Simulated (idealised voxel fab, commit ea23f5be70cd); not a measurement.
process module | voxel self aligned vias
FYI the section here is cut, 220 nm wide, cells are 5 nm squares.
We lay out every cross-section as a grid of square cells and spell it out in bands from the top down, where one band means one or more rows of cells.
Per band: top height and bottom height in nm, followed by the left-to-right materials and their widths in nm; "everywhere" marks a single material spanning edge to edge, "empty" marks empty space.
Below 0: as-received wafer, all one material; heights counted from there. Lowest band: no bottom, goes on down, written "0 -> down".
Width: "30->40" (first number = top row, second number = bottom row, same change from row to row of cells).
For the purposes of this document, the phrase "nothing got changed" attached to a step denotes that no cell within the cross-section was modified by that step.
Empty spaces without an open route to the top, at least 8 cells in extent, make up the entry "Closed voids list"; each is given as width x height at distance, where the distance is measured from the left edge, and all are in nm.
Text after the settings on a step's line: the simulator's own remark on that step.
Among the settings permitted on a step's line is "overlay nm"; applied to a step with a mask, it specifies the extent to which the mask lay to the right of its planned position, whereas a negative figure signifies a position to the left.
Read each pair as before and after one process step. The after cross-section shows only down to the lowest band that changed. The step between them and its settings are given below the pair. Pairs can come from different runs of this module on the same starting wafer. A pair continues from the pair above only where its "State before" entry says so.

State before
0 -> down: Si everywhere
Closed voids list: none

Resulting Structure
10 -> 0: SiO2 everywhere
Everything below 0 is unchanged.
Closed voids list: none
The before and after cross-sections above differ by one step: CONFORMAL_DEP,material SiO2,thk nm 10

State before: This step starts from the configuration shown after the step in the pair immediately above.

Resulting Structure
15 -> 10: SiCN everywhere
Everything below 10 is unchanged.
Closed voids list: none
The before and after cross-sections above differ by one step: CONFORMAL_DEP,material SiCN,thk nm 5

State before: This step starts from the configuration shown after the step in the pair immediately above.

Resulting Structure
35 -> 15: lowk everywhere
Everything below 15 is unchanged.
Closed voids list: none
The before and after cross-sections above differ by one step: DIRECTIONAL_DEP,material lowk,thk nm 20

State before: This step starts from the configuration shown after the step in the pair immediately above.

Resulting Structure
50 -> 35: 60 of resist | 25 of empty | 45 of resist | 25 of empty | 65 of resist
Everything below 35 is unchanged.
Closed voids list: none
The before and after cross-sections above differ by one step: PATTERN,tone open,mask id LINES,material resist,width nm 25,pitch nm 70,thk nm 15,overlay nm 0

State before: This step starts from the configuration shown after the step in the pair immediately above.

Resulting Structure
50 -> 35: 60 of resist | 25 of empty | 45 of resist | 25 of empty | 65 of resist
35 -> 15: 60 of lowk | 25 of empty | 45 of lowk | 25 of empty | 65 of lowk
Everything below 15 is unchanged.
Closed voids list: none
The before and after cross-sections above differ by one step: DIRECTIONAL_ETCH,etch materials lowk,depth nm 20

State before: This step starts from the configuration shown after the step in the pair immediately above.

Resulting Structure
35 -> 15: 60 of lowk | 25 of empty | 45 of lowk | 25 of empty | 65 of lowk
Everything below 15 is unchanged.
Closed voids list: none
The before and after cross-sections above differ by one step: STRIP,etch materials resist

State before: This step starts from the configuration shown after the step in the pair immediately above.

Resulting Structure
40 -> 35: 65 of TiN | 15 of empty | 55 of TiN | 15 of empty | 70 of TiN
35 -> 20: 60 of lowk | 5 of TiN | 15 of empty | 5 of TiN | 45 of lowk | 5 of TiN | 15 of empty | 5 of TiN | 65 of lowk
20 -> 15: 60 of lowk | 25 of TiN | 45 of lowk | 25 of TiN | 65 of lowk
Everything below 15 is unchanged.
Closed voids list: none
The before and after cross-sections above differ by one step: CONFORMAL_DEP,material TiN,thk nm 5

State before: This step starts from the configuration shown after the step in the pair immediately above.

Resulting Structure
45 -> 40: W everywhere
40 -> 35: 65 of TiN | 15 of W | 55 of TiN | 15 of W | 70 of TiN
35 -> 20: 60 of lowk | 5 of TiN | 15 of W | 5 of TiN | 45 of lowk | 5 of TiN | 15 of W | 5 of TiN | 65 of lowk
Everything below 20 is unchanged.
Closed voids list: none
The before and after cross-sections above differ by one step: FILL_DEP,material W,thk nm 5

State before: This step starts from the configuration shown after the step in the pair immediately above.

Resulting Structure
35 -> 20: 60 of lowk | 5 of TiN | 15 of W | 5 of TiN | 45 of lowk | 5 of TiN | 15 of W | 5 of TiN | 65 of lowk
Everything below 20 is unchanged.
Closed voids list: none
The before and after cross-sections above differ by one step: CMP,height nm 35

State before: This step starts from the configuration shown after the step in the pair immediately above.

Resulting Structure
35 -> 30: 60 of lowk | 25 of empty | 45 of lowk | 25 of empty | 65 of lowk
Everything below 30 is unchanged.
Closed voids list: none
The before and after cross-sections above differ by one step: SELECTIVE_ETCH,etch materials W Ru TiN,depth nm 5

State before: This step starts from the configuration shown after the step in the pair immediately above.

Resulting Structure
40 -> 35: SiN everywhere
35 -> 30: 60 of lowk | 25 of SiN | 45 of lowk | 25 of SiN | 65 of lowk
Everything below 30 is unchanged.
Closed voids list: none
The before and after cross-sections above differ by one step: FILL_DEP,material SiN,thk nm 5

State before: This step starts from the configuration shown after the step in the pair immediately above.

Resulting Structure
35 -> 30: 60 of lowk | 25 of SiN | 45 of lowk | 25 of SiN | 65 of lowk
Everything below 30 is unchanged.
Closed voids list: none
The before and after cross-sections above differ by one step: CMP,height nm 35

State before: This step starts from the configuration shown after the step in the pair immediately above.

Resulting Structure
55 -> 35: lowk everywhere
Everything below 35 is unchanged.
Closed voids list: none
The before and after cross-sections above differ by one step: DIRECTIONAL_DEP,material lowk,thk nm 20

State before: This step starts from the configuration shown after the step in the pair immediately above.

Resulting Structure
75 -> 55: 50 of resist | 45 of empty | 125 of resist
Everything below 55 is unchanged.
Closed voids list: none
The before and after cross-sections above differ by one step: PATTERN,tone open,mask id VIAS,material resist,width nm 45,thk nm 20,overlay nm 0

State before: This step starts from the configuration shown after the step in the pair immediately above.

Resulting Structure
75 -> 55: 50 of resist | 45 of empty | 125 of resist
55 -> 35: 50 of lowk | 45 of empty | 125 of lowk
Everything below 35 is unchanged.
Closed voids list: none
The before and after cross-sections above differ by one step: DIRECTIONAL_ETCH,etch materials lowk,depth nm 20

State before: This step starts from the configuration shown after the step in the pair immediately above.

Resulting Structure
75 -> 55: 50 of resist | 45 of empty | 125 of resist
55 -> 35: 50 of lowk | 45 of empty | 125 of lowk
35 -> 30: 60 of lowk | 25 of empty | 45 of lowk | 25 of SiN | 65 of lowk
Everything below 30 is unchanged.
Closed voids list: none
The before and after cross-sections above differ by one step: DIRECTIONAL_ETCH,etch materials SiN,depth nm 5

State before: This step starts from the configuration shown after the step in the pair immediately above.

Resulting Structure
55 -> 35: 50 of lowk | 45 of empty | 125 of lowk
Everything below 35 is unchanged.
Closed voids list: none
The before and after cross-sections above differ by one step: STRIP,etch materials resist

State before: This step starts from the configuration shown after the step in the pair immediately above.

Resulting Structure
60 -> 55: 55 of TiN | 35 of empty | 130 of TiN
55 -> 40: 50 of lowk | 5 of TiN | 35 of empty | 5 of TiN | 125 of lowk
40 -> 35: 50 of lowk | 15 of TiN | 15 of empty | 15 of TiN | 125 of lowk
35 -> 30: 60 of lowk | 25 of TiN | 45 of lowk | 25 of SiN | 65 of lowk
Everything below 30 is unchanged.
Closed voids list: none
The before and after cross-sections above differ by one step: CONFORMAL_DEP,material TiN,thk nm 5

State before: This step starts from the configuration shown after the step in the pair immediately above.

Resulting Structure
65 -> 60: W everywhere
60 -> 55: 55 of TiN | 35 of W | 130 of TiN
55 -> 40: 50 of lowk | 5 of TiN | 35 of W | 5 of TiN | 125 of lowk
40 -> 35: 50 of lowk | 15 of TiN | 15 of W | 15 of TiN | 125 of lowk
Everything below 35 is unchanged.
Closed voids list: none
The before and after cross-sections above differ by one step: FILL_DEP,material W,thk nm 5

State before: This step starts from the configuration shown after the step in the pair immediately above.

Resulting Structure
55 -> 40: 50 of lowk | 5 of TiN | 35 of W | 5 of TiN | 125 of lowk
Everything below 40 is unchanged.
Closed voids list: none
The before and after cross-sections above differ by one step: CMP,height nm 55

State before: This step starts from the configuration shown after the step in the pair immediately above.

Resulting Structure
60 -> 55: SiCN everywhere
Everything below 55 is unchanged.
Closed voids list: none
The before and after cross-sections above differ by one step: CONFORMAL_DEP,material SiCN,thk nm 5

State before
0 -> down: Si everywhere
Closed voids list: none

Resulting Structure
5 -> 0: SiCN everywhere
Everything below 0 is unchanged.
Closed voids list: none
The before and after cross-sections above differ by one step: CONFORMAL_DEP,material SiCN,thk nm 5

State before: This step starts from the configuration shown after the step in the pair immediately above.

Resulting Structure
25 -> 5: lowk everywhere
Everything below 5 is unchanged.
Closed voids list: none
The before and after cross-sections above differ by one step: DIRECTIONAL_DEP,material lowk,thk nm 20

State before: This step starts from the configuration shown after the step in the pair immediately above.

Resulting Structure
40 -> 25: 60 of resist | 25 of empty | 45 of resist | 25 of empty | 65 of resist
Everything below 25 is unchanged.
Closed voids list: none
The before and after cross-sections above differ by one step: PATTERN,tone open,mask id LINES,material resist,width nm 25,pitch nm 70,thk nm 15,overlay nm 0

State before: This step starts from the configuration shown after the step in the pair immediately above.

Resulting Structure
40 -> 25: 60 of resist | 25 of empty | 45 of resist | 25 of empty | 65 of resist
25 -> 5: 60 of lowk | 25 of empty | 45 of lowk | 25 of empty | 65 of lowk
Everything below 5 is unchanged.
Closed voids list: none
The before and after cross-sections above differ by one step: DIRECTIONAL_ETCH,etch materials lowk,depth nm 20

State before: This step starts from the configuration shown after the step in the pair immediately above.

Resulting Structure
25 -> 5: 60 of lowk | 25 of empty | 45 of lowk | 25 of empty | 65 of lowk
Everything below 5 is unchanged.
Closed voids list: none
The before and after cross-sections above differ by one step: STRIP,etch materials resist

State before: This step starts from the configuration shown after the step in the pair immediately above.

Resulting Structure
30 -> 25: 65 of TiN | 15 of empty | 55 of TiN | 15 of empty | 70 of TiN
25 -> 10: 60 of lowk | 5 of TiN | 15 of empty | 5 of TiN | 45 of lowk | 5 of TiN | 15 of empty | 5 of TiN | 65 of lowk
10 -> 5: 60 of lowk | 25 of TiN | 45 of lowk | 25 of TiN | 65 of lowk
Everything below 5 is unchanged.
Closed voids list: none
The before and after cross-sections above differ by one step: CONFORMAL_DEP,material TiN,thk nm 5

State before: This step starts from the configuration shown after the step in the pair immediately above.

Resulting Structure
35 -> 30: W everywhere
30 -> 25: 65 of TiN | 15 of W | 55 of TiN | 15 of W | 70 of TiN
25 -> 10: 60 of lowk | 5 of TiN | 15 of W | 5 of TiN | 45 of lowk | 5 of TiN | 15 of W | 5 of TiN | 65 of lowk
Everything below 10 is unchanged.
Closed voids list: none
The before and after cross-sections above differ by one step: FILL_DEP,material W,thk nm 5

State before: This step starts from the configuration shown after the step in the pair immediately above.

Resulting Structure
30 -> 25: 65 of TiN | 15 of W | 55 of TiN | 15 of W | 70 of TiN
Everything below 25 is unchanged.
Closed voids list: none
The before and after cross-sections above differ by one step: SELECTIVE_ETCH,etch materials W Ru TiN,depth nm 5

State before: This step starts from the configuration shown after the step in the pair immediately above.

Resulting Structure
35 -> 30: SiN everywhere
Everything below 30 is unchanged.
Closed voids list: none
The before and after cross-sections above differ by one step: FILL_DEP,material SiN,thk nm 5

State before: This step starts from the configuration shown after the step in the pair immediately above.

Resulting Structure
55 -> 35: lowk everywhere
Everything below 35 is unchanged.
Closed voids list: none
The before and after cross-sections above differ by one step: DIRECTIONAL_DEP,material lowk,thk nm 20

State before: This step starts from the configuration shown after the step in the pair immediately above.

Resulting Structure
75 -> 55: 50 of resist | 45 of empty | 125 of resist
Everything below 55 is unchanged.
Closed voids list: none
The before and after cross-sections above differ by one step: PATTERN,tone open,mask id VIAS,material resist,width nm 45,thk nm 20,overlay nm 0

State before: This step starts from the configuration shown after the step in the pair immediately above.

Resulting Structure
75 -> 55: 50 of resist | 45 of empty | 125 of resist
55 -> 35: 50 of lowk | 45 of empty | 125 of lowk
Everything below 35 is unchanged.
Closed voids list: none
The before and after cross-sections above differ by one step: DIRECTIONAL_ETCH,etch materials lowk,depth nm 20

State before: This step starts from the configuration shown after the step in the pair immediately above.

Resulting Structure
75 -> 55: 50 of resist | 45 of empty | 125 of resist
55 -> 35: 50 of lowk | 45 of empty | 125 of lowk
35 -> 30: 50 of SiN | 45 of empty | 125 of SiN
Everything below 30 is unchanged.
Closed voids list: none
The before and after cross-sections above differ by one step: DIRECTIONAL_ETCH,etch materials SiN,depth nm 5

State before: This step starts from the configuration shown after the step in the pair immediately above.

Resulting Structure
55 -> 35: 50 of lowk | 45 of empty | 125 of lowk
Everything below 35 is unchanged.
Closed voids list: none
The before and after cross-sections above differ by one step: STRIP,etch materials resist

State before: This step starts from the configuration shown after the step in the pair immediately above.

Resulting Structure
60 -> 55: 55 of TiN | 35 of empty | 130 of TiN
55 -> 35: 50 of lowk | 5 of TiN | 35 of empty | 5 of TiN | 125 of lowk
35 -> 30: 50 of SiN | 45 of TiN | 125 of SiN
Everything below 30 is unchanged.
Closed voids list: none
The before and after cross-sections above differ by one step: CONFORMAL_DEP,material TiN,thk nm 5

State before: This step starts from the configuration shown after the step in the pair immediately above.

Resulting Structure
65 -> 60: W everywhere
60 -> 55: 55 of TiN | 35 of W | 130 of TiN
55 -> 35: 50 of lowk | 5 of TiN | 35 of W | 5 of TiN | 125 of lowk
Everything below 35 is unchanged.
Closed voids list: none
The before and after cross-sections above differ by one step: FILL_DEP,material W,thk nm 5

State before: This step starts from the configuration shown after the step in the pair immediately above.

Resulting Structure
55 -> 35: 50 of lowk | 5 of TiN | 35 of W | 5 of TiN | 125 of lowk
Everything below 35 is unchanged.
Closed voids list: none
The before and after cross-sections above differ by one step: CMP,height nm 55

State before: This step starts from the configuration shown after the step in the pair immediately above.

Resulting Structure
60 -> 55: SiCN everywhere
Everything below 55 is unchanged.
Closed voids list: none
The before and after cross-sections above differ by one step: CONFORMAL_DEP,material SiCN,thk nm 5

State before
75 -> 55: 50 of resist | 45 of empty | 125 of resist
55 -> 35: 50 of lowk | 45 of empty | 125 of lowk
35 -> 30: 60 of lowk | 25 of SiN | 45 of lowk | 25 of SiN | 65 of lowk
30 -> 20: 60 of lowk | 5 of TiN | 15 of W | 5 of TiN | 45 of lowk | 5 of TiN | 15 of W | 5 of TiN | 65 of lowk
20 -> 15: 60 of lowk | 25 of TiN | 45 of lowk | 25 of TiN | 65 of lowk
15 -> 10: SiCN everywhere
10 -> 0: SiO2 everywhere
0 -> down: Si everywhere
Closed voids list: none

Resulting Structure
75 -> 55: 50 of resist | 45 of empty | 125 of resist
55 -> 35: 50 of lowk | 45 of empty | 125 of lowk
35 -> 30: 50 of lowk | 10 of empty | 25 of SiN | 10 of empty | 35 of lowk | 25 of SiN | 65 of lowk
30 -> 20: 50 of lowk | 10 of empty | 5 of TiN | 15 of W | 5 of TiN | 10 of empty | 35 of lowk | 5 of TiN | 15 of W | 5 of TiN | 65 of lowk
20 -> 15: 50 of lowk | 10 of empty | 25 of TiN | 10 of empty | 35 of lowk | 25 of TiN | 65 of lowk
Everything below 15 is unchanged.
Closed voids list: none
The before and after cross-sections above differ by one step: DIRECTIONAL_ETCH,etch materials lowk,depth nm 20

State before: This step starts from the configuration shown after the step in the pair immediately above.

Resulting Structure
75 -> 55: 50 of resist | 45 of empty | 125 of resist
55 -> 35: 50 of lowk | 45 of empty | 125 of lowk
35 -> 30: 50 of lowk | 45 of empty | 35 of lowk | 25 of SiN | 65 of lowk
Everything below 30 is unchanged.
Closed voids list: none
The before and after cross-sections above differ by one step: DIRECTIONAL_ETCH,etch materials SiN,depth nm 5

State before: This step starts from the configuration shown after the step in the pair immediately above.

Resulting Structure
55 -> 35: 50 of lowk | 45 of empty | 125 of lowk
Everything below 35 is unchanged.
Closed voids list: none
The before and after cross-sections above differ by one step: STRIP,etch materials resist

State before: This step starts from the configuration shown after the step in the pair immediately above.

Resulting Structure
60 -> 55: 55 of TiN | 35 of empty | 130 of TiN
55 -> 35: 50 of lowk | 5 of TiN | 35 of empty | 5 of TiN | 125 of lowk
35 -> 30: 50 of lowk | 45 of TiN | 35 of lowk | 25 of SiN | 65 of lowk
30 -> 20: 50 of lowk | 15 of TiN | 15 of W | 15 of TiN | 35 of lowk | 5 of TiN | 15 of W | 5 of TiN | 65 of lowk
20 -> 15: 50 of lowk | 45 of TiN | 35 of lowk | 25 of TiN | 65 of lowk
Everything below 15 is unchanged.
Closed voids list: none
The before and after cross-sections above differ by one step: CONFORMAL_DEP,material TiN,thk nm 5

State before: This step starts from the configuration shown after the step in the pair immediately above.

Resulting Structure
65 -> 60: W everywhere
60 -> 55: 55 of TiN | 35 of W | 130 of TiN
55 -> 35: 50 of lowk | 5 of TiN | 35 of W | 5 of TiN | 125 of lowk
Everything below 35 is unchanged.
Closed voids list: none
The before and after cross-sections above differ by one step: FILL_DEP,material W,thk nm 5

State before: This step starts from the configuration shown after the step in the pair immediately above.

Resulting Structure
55 -> 35: 50 of lowk | 5 of TiN | 35 of W | 5 of TiN | 125 of lowk
Everything below 35 is unchanged.
Closed voids list: none
The before and after cross-sections above differ by one step: CMP,height nm 55

State before: This step starts from the configuration shown after the step in the pair immediately above.

Resulting Structure
60 -> 55: SiCN everywhere
Everything below 55 is unchanged.
Closed voids list: none
The before and after cross-sections above differ by one step: CONFORMAL_DEP,material SiCN,thk nm 5

State before
10 -> 0: SiO2 everywhere
0 -> down: Si everywhere
Closed voids list: none

Resulting Structure
30 -> 10: lowk everywhere
Everything below 10 is unchanged.
Closed voids list: none
The before and after cross-sections above differ by one step: DIRECTIONAL_DEP,material lowk,thk nm 20

State before: This step starts from the configuration shown after the step in the pair immediately above.

Resulting Structure
35 -> 30: SiCN everywhere
Everything below 30 is unchanged.
Closed voids list: none
The before and after cross-sections above differ by one step: CONFORMAL_DEP,material SiCN,thk nm 5

State before: This step starts from the configuration shown after the step in the pair immediately above.

Resulting Structure
50 -> 35: 60 of resist | 25 of empty | 45 of resist | 25 of empty | 65 of resist
Everything below 35 is unchanged.
Closed voids list: none
The before and after cross-sections above differ by one step: PATTERN,tone open,mask id LINES,material resist,width nm 25,pitch nm 70,thk nm 15,overlay nm 0

State before: This step starts from the configuration shown after the step in the pair immediately above.

Resulting Structure
35 -> 30: SiCN everywhere
Everything below 30 is unchanged.
Closed voids list: none
The before and after cross-sections above differ by one step: STRIP,etch materials resist

State before: This step starts from the configuration shown after the step in the pair immediately above.

Resulting Structure
40 -> 35: TiN everywhere
Everything below 35 is unchanged.
Closed voids list: none
The before and after cross-sections above differ by one step: CONFORMAL_DEP,material TiN,thk nm 5

State before: This step starts from the configuration shown after the step in the pair immediately above.

Resulting Structure
45 -> 40: W everywhere
Everything below 40 is unchanged.
Closed voids list: none
The before and after cross-sections above differ by one step: FILL_DEP,material W,thk nm 5

State before: This step starts from the configuration shown after the step in the pair immediately above.

Resulting Structure
35 -> 30: SiCN everywhere
Everything below 30 is unchanged.
Closed voids list: none
The before and after cross-sections above differ by one step: CMP,height nm 35

State before: This step starts from the configuration shown after the step in the pair immediately above.

Resulting Structure
40 -> 35: SiN everywhere
Everything below 35 is unchanged.
Closed voids list: none
The before and after cross-sections above differ by one step: FILL_DEP,material SiN,thk nm 5

State before: This step starts from the configuration shown after the step in the pair immediately above.

Resulting Structure
35 -> 30: SiCN everywhere
Everything below 30 is unchanged.
Closed voids list: none
The before and after cross-sections above differ by one step: CMP,height nm 35

State before: This step starts from the configuration shown after the step in the pair immediately above.

Resulting Structure
55 -> 35: lowk everywhere
Everything below 35 is unchanged.
Closed voids list: none
The before and after cross-sections above differ by one step: DIRECTIONAL_DEP,material lowk,thk nm 20

State before: This step starts from the configuration shown after the step in the pair immediately above.

Resulting Structure
75 -> 55: 50 of resist | 45 of empty | 125 of resist
Everything below 55 is unchanged.
Closed voids list: none
The before and after cross-sections above differ by one step: PATTERN,tone open,mask id VIAS,material resist,width nm 45,thk nm 20,overlay nm 0

State before: This step starts from the configuration shown after the step in the pair immediately above.

Resulting Structure
75 -> 55: 50 of resist | 45 of empty | 125 of resist
55 -> 35: 50 of lowk | 45 of empty | 125 of lowk
Everything below 35 is unchanged.
Closed voids list: none
The before and after cross-sections above differ by one step: DIRECTIONAL_ETCH,etch materials lowk,depth nm 20

State before: This step starts from the configuration shown after the step in the pair immediately above.

Resulting Structure
55 -> 35: 50 of lowk | 45 of empty | 125 of lowk
Everything below 35 is unchanged.
Closed voids list: none
The before and after cross-sections above differ by one step: STRIP,etch materials resist

State before: This step starts from the configuration shown after the step in the pair immediately above.

Resulting Structure
60 -> 55: 55 of TiN | 35 of empty | 130 of TiN
55 -> 40: 50 of lowk | 5 of TiN | 35 of empty | 5 of TiN | 125 of lowk
40 -> 35: 50 of lowk | 45 of TiN | 125 of lowk
Everything below 35 is unchanged.
Closed voids list: none
The before and after cross-sections above differ by one step: CONFORMAL_DEP,material TiN,thk nm 5

State before: This step starts from the configuration shown after the step in the pair immediately above.

Resulting Structure
65 -> 60: W everywhere
60 -> 55: 55 of TiN | 35 of W | 130 of TiN
55 -> 40: 50 of lowk | 5 of TiN | 35 of W | 5 of TiN | 125 of lowk
Everything below 40 is unchanged.
Closed voids list: none
The before and after cross-sections above differ by one step: FILL_DEP,material W,thk nm 5

State before: This step starts from the configuration shown after the step in the pair immediately above.

Resulting Structure
55 -> 40: 50 of lowk | 5 of TiN | 35 of W | 5 of TiN | 125 of lowk
Everything below 40 is unchanged.
Closed voids list: none
The before and after cross-sections above differ by one step: CMP,height nm 55

State before: This step starts from the configuration shown after the step in the pair immediately above.

Resulting Structure
60 -> 55: SiCN everywhere
Everything below 55 is unchanged.
Closed voids list: none
The before and after cross-sections above differ by one step: CONFORMAL_DEP,material SiCN,thk nm 5

State before
65 -> 60: W everywhere
60 -> 55: 55 of TiN | 35 of W | 130 of TiN
55 -> 40: 50 of lowk | 5 of TiN | 35 of W | 5 of TiN | 125 of lowk
40 -> 35: 50 of lowk | 15 of TiN | 15 of W | 15 of TiN | 125 of lowk
35 -> 30: 60 of lowk | 25 of TiN | 45 of lowk | 25 of SiN | 65 of lowk
30 -> 20: 60 of lowk | 5 of TiN | 15 of W | 5 of TiN | 45 of lowk | 5 of TiN | 15 of W | 5 of TiN | 65 of lowk
20 -> 15: 60 of lowk | 25 of TiN | 45 of lowk | 25 of TiN | 65 of lowk
15 -> 10: SiCN everywhere
10 -> 0: SiO2 everywhere
0 -> down: Si everywhere
Closed voids list: none

Resulting Structure
45 -> 35: 50 of lowk | 5->15 of TiN | 35->15 of W | 5->15 of TiN | 125 of lowk
Everything below 35 is unchanged.
Closed voids list: none
The before and after cross-sections above differ by one step: CMP,height nm 45

State before: This step starts from the configuration shown after the step in the pair immediately above.

Resulting Structure
50 -> 45: SiCN everywhere
Everything below 45 is unchanged.
Closed voids list: none
The before and after cross-sections above differ by one step: CONFORMAL_DEP,material SiCN,thk nm 5

State before
55 -> 35: lowk everywhere
35 -> 30: 60 of lowk | 25 of SiN | 45 of lowk | 25 of SiN | 65 of lowk
30 -> 20: 60 of lowk | 5 of TiN | 15 of W | 5 of TiN | 45 of lowk | 5 of TiN | 15 of W | 5 of TiN | 65 of lowk
20 -> 15: 60 of lowk | 25 of TiN | 45 of lowk | 25 of TiN | 65 of lowk
15 -> 10: SiCN everywhere
10 -> 0: SiO2 everywhere
0 -> down: Si everywhere
Closed voids list: none

Resulting Structure
75 -> 55: 45 of resist | 55 of empty | 120 of resist
Everything below 55 is unchanged.
Closed voids list: none
The before and after cross-sections above differ by one step: PATTERN,tone open,mask id VIAS,material resist,width nm 55,thk nm 20,overlay nm 0

State before: This step starts from the configuration shown after the step in the pair immediately above.

Resulting Structure
75 -> 55: 45 of resist | 55 of empty | 120 of resist
55 -> 35: 45 of lowk | 55 of empty | 120 of lowk
Everything below 35 is unchanged.
Closed voids list: none
The before and after cross-sections above differ by one step: DIRECTIONAL_ETCH,etch materials lowk,depth nm 20

State before: This step starts from the configuration shown after the step in the pair immediately above.

Resulting Structure
75 -> 55: 45 of resist | 55 of empty | 120 of resist
55 -> 35: 45 of lowk | 55 of empty | 120 of lowk
35 -> 30: 60 of lowk | 25 of empty | 45 of lowk | 25 of SiN | 65 of lowk
Everything below 30 is unchanged.
Closed voids list: none
The before and after cross-sections above differ by one step: DIRECTIONAL_ETCH,etch materials SiN,depth nm 5

State before: This step starts from the configuration shown after the step in the pair immediately above.

Resulting Structure
55 -> 35: 45 of lowk | 55 of empty | 120 of lowk
Everything below 35 is unchanged.
Closed voids list: none
The before and after cross-sections above differ by one step: STRIP,etch materials resist

State before: This step starts from the configuration shown after the step in the pair immediately above.

Resulting Structure
60 -> 55: 50 of TiN | 45 of empty | 125 of TiN
55 -> 40: 45 of lowk | 5 of TiN | 45 of empty | 5 of TiN | 120 of lowk
40 -> 35: 45 of lowk | 20 of TiN | 15 of empty | 20 of TiN | 120 of lowk
35 -> 30: 60 of lowk | 25 of TiN | 45 of lowk | 25 of SiN | 65 of lowk
Everything below 30 is unchanged.
Closed voids list: none
The before and after cross-sections above differ by one step: CONFORMAL_DEP,material TiN,thk nm 5

State before: This step starts from the configuration shown after the step in the pair immediately above.

Resulting Structure
65 -> 60: W everywhere
60 -> 55: 50 of TiN | 45 of W | 125 of TiN
55 -> 40: 45 of lowk | 5 of TiN | 45 of W | 5 of TiN | 120 of lowk
40 -> 35: 45 of lowk | 20 of TiN | 15 of W | 20 of TiN | 120 of lowk
Everything below 35 is unchanged.
Closed voids list: none
The before and after cross-sections above differ by one step: FILL_DEP,material W,thk nm 5

State before: This step starts from the configuration shown after the step in the pair immediately above.

Resulting Structure
55 -> 40: 45 of lowk | 5 of TiN | 45 of W | 5 of TiN | 120 of lowk
Everything below 40 is unchanged.
Closed voids list: none
The before and after cross-sections above differ by one step: CMP,height nm 55

State before: This step starts from the configuration shown after the step in the pair immediately above.

Resulting Structure
60 -> 55: SiCN everywhere
Everything below 55 is unchanged.
Closed voids list: none
The before and after cross-sections above differ by one step: CONFORMAL_DEP,material SiCN,thk nm 5

State before
55 -> 35: lowk everywhere
35 -> 30: 60 of lowk | 25 of SiN | 45 of lowk | 25 of SiN | 65 of lowk
30 -> 20: 60 of lowk | 5 of TiN | 15 of W | 5 of TiN | 45 of lowk | 5 of TiN | 15 of W | 5 of TiN | 65 of lowk
20 -> 15: 60 of lowk | 25 of TiN | 45 of lowk | 25 of TiN | 65 of lowk
15 -> 10: SiCN everywhere
10 -> 0: SiO2 everywhere
0 -> down: Si everywhere
Closed voids list: none

Resulting Structure
75 -> 55: 40 of resist | 45 of empty | 135 of resist
Everything below 55 is unchanged.
Closed voids list: none
The before and after cross-sections above differ by one step: PATTERN,tone open,mask id VIAS,material resist,width nm 45,thk nm 20,overlay nm -10

State before: This step starts from the configuration shown after the step in the pair immediately above.

Resulting Structure
75 -> 55: 40 of resist | 45 of empty | 135 of resist
55 -> 35: 40 of lowk | 45 of empty | 135 of lowk
Everything below 35 is unchanged.
Closed voids list: none
The before and after cross-sections above differ by one step: DIRECTIONAL_ETCH,etch materials lowk,depth nm 20

State before: This step starts from the configuration shown after the step in the pair immediately above.

Resulting Structure
75 -> 55: 40 of resist | 45 of empty | 135 of resist
55 -> 35: 40 of lowk | 45 of empty | 135 of lowk
35 -> 30: 60 of lowk | 25 of empty | 45 of lowk | 25 of SiN | 65 of lowk
Everything below 30 is unchanged.
Closed voids list: none
The before and after cross-sections above differ by one step: DIRECTIONAL_ETCH,etch materials SiN,depth nm 5

State before: This step starts from the configuration shown after the step in the pair immediately above.

Resulting Structure
55 -> 35: 40 of lowk | 45 of empty | 135 of lowk
Everything below 35 is unchanged.
Closed voids list: none
The before and after cross-sections above differ by one step: STRIP,etch materials resist

State before: This step starts from the configuration shown after the step in the pair immediately above.

Resulting Structure
60 -> 55: 45 of TiN | 35 of empty | 140 of TiN
55 -> 40: 40 of lowk | 5 of TiN | 35 of empty | 5 of TiN | 135 of lowk
40 -> 35: 40 of lowk | 25 of TiN | 15 of empty | 5 of TiN | 135 of lowk
35 -> 30: 60 of lowk | 25 of TiN | 45 of lowk | 25 of SiN | 65 of lowk
Everything below 30 is unchanged.
Closed voids list: none
The before and after cross-sections above differ by one step: CONFORMAL_DEP,material TiN,thk nm 5

State before: This step starts from the configuration shown after the step in the pair immediately above.

Resulting Structure
65 -> 60: W everywhere
60 -> 55: 45 of TiN | 35 of W | 140 of TiN
55 -> 40: 40 of lowk | 5 of TiN | 35 of W | 5 of TiN | 135 of lowk
40 -> 35: 40 of lowk | 25 of TiN | 15 of W | 5 of TiN | 135 of lowk
Everything below 35 is unchanged.
Closed voids list: none
The before and after cross-sections above differ by one step: FILL_DEP,material W,thk nm 5

State before: This step starts from the configuration shown after the step in the pair immediately above.

Resulting Structure
55 -> 40: 40 of lowk | 5 of TiN | 35 of W | 5 of TiN | 135 of lowk
Everything below 40 is unchanged.
Closed voids list: none
The before and after cross-sections above differ by one step: CMP,height nm 55

State before: This step starts from the configuration shown after the step in the pair immediately above.

Resulting Structure
60 -> 55: SiCN everywhere
Everything below 55 is unchanged.
Closed voids list: none
The before and after cross-sections above differ by one step: CONFORMAL_DEP,material SiCN,thk nm 5

State before
15 -> 10: SiCN everywhere
10 -> 0: SiO2 everywhere
0 -> down: Si everywhere
Closed voids list: none

Resulting Structure
35 -> 10: SiCN everywhere
Everything below 10 is unchanged.
Closed voids list: none
The before and after cross-sections above differ by one step: DIRECTIONAL_DEP,material SiCN,thk nm 20

State before: This step starts from the configuration shown after the step in the pair immediately above.

Resulting Structure
50 -> 35: 60 of resist | 25 of empty | 45 of resist | 25 of empty | 65 of resist
Everything below 35 is unchanged.
Closed voids list: none
The before and after cross-sections above differ by one step: PATTERN,tone open,mask id LINES,material resist,width nm 25,pitch nm 70,thk nm 15,overlay nm 0

State before: This step starts from the configuration shown after the step in the pair immediately above.

Resulting Structure
35 -> 10: SiCN everywhere
Everything below 10 is unchanged.
Closed voids list: none
The before and after cross-sections above differ by one step: STRIP,etch materials resist

State before: This step starts from the configuration shown after the step in the pair immediately above.

Resulting Structure
40 -> 35: TiN everywhere
Everything below 35 is unchanged.
Closed voids list: none
The before and after cross-sections above differ by one step: CONFORMAL_DEP,material TiN,thk nm 5

State before: This step starts from the configuration shown after the step in the pair immediately above.

Resulting Structure
45 -> 40: W everywhere
Everything below 40 is unchanged.
Closed voids list: none
The before and after cross-sections above differ by one step: FILL_DEP,material W,thk nm 5

State before: This step starts from the configuration shown after the step in the pair immediately above.

Resulting Structure
35 -> 10: SiCN everywhere
Everything below 10 is unchanged.
Closed voids list: none
The before and after cross-sections above differ by one step: CMP,height nm 35
